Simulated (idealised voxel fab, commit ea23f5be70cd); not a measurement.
process module | voxel released beams
cross-section cut | 195 nm wide | cells 5 nm
A cross-section is a grid of square cells, given in bands from the top down. A band is one or more rows of cells.
Each band's line starts with the height of the band's top and of its bottom, in nm. Then come its materials from left to right, each with its width in nm. One material with "throughout" fills the band from edge to edge. "air" is empty space.
Height 0 is the level under which the wafer as received is all one material. The lowest band goes on downwards, as in "0 down".
A width such as "30 to 40" changes by the same amount from each row of cells to the next, from the band's top row to its bottom row.
"no change" after a step means that no cell of the cross-section changed.
closed voids: empty space of 8 cells or more with no open way to the top, each as width x height at its distance from the left edge, in nm
after a step's settings: what the simulator itself notes on the step
overlay nm, on a step with a mask: how far to the right of its planned place the mask lay; to the left if negative
plan
1 op RECEIVE | material Si
2 op CONFORMAL_DEP | material Al2O3 | thk nm 10
3 op DIRECTIONAL_DEP | material SiO2 | thk nm 20
4 op MASKED_ETCH | tone open | mask id ANCHOR | width nm 35 | etch materials SiO2 | depth nm 20 | overlay nm 0
5 op CONFORMAL_DEP | material SiN | thk nm 15
6 op PATTERN | tone cover | mask id BEAM | material resist | width nm 100 | thk nm 15 | overlay nm 0
7 op DIRECTIONAL_ETCH | etch materials SiN | depth nm 15
8 op STRIP | etch materials resist
9 op STRIP | etch materials SiO2
as received, after step 1
  0 down: Si throughout
  closed voids: none
a wafer at the end: this start, this plan, one mistake
  45 to 30: air 45 | SiN 55 | air 95
  30 to 25: air 35 | SiN 15 | SiO2 35 | SiN 15 | air 95
  25 to 10: air 35 | SiN 15 | SiO2 35 | SiN 60 | air 50
  10 to 0: Al2O3 throughout
  0 down: Si throughout
  closed voids: none
what went wrong: step 4 ran as: op MASKED_ETCH | tone cover | mask id ANCHOR | width nm 35 | etch materials SiO2 | depth nm 20 | overlay nm 0
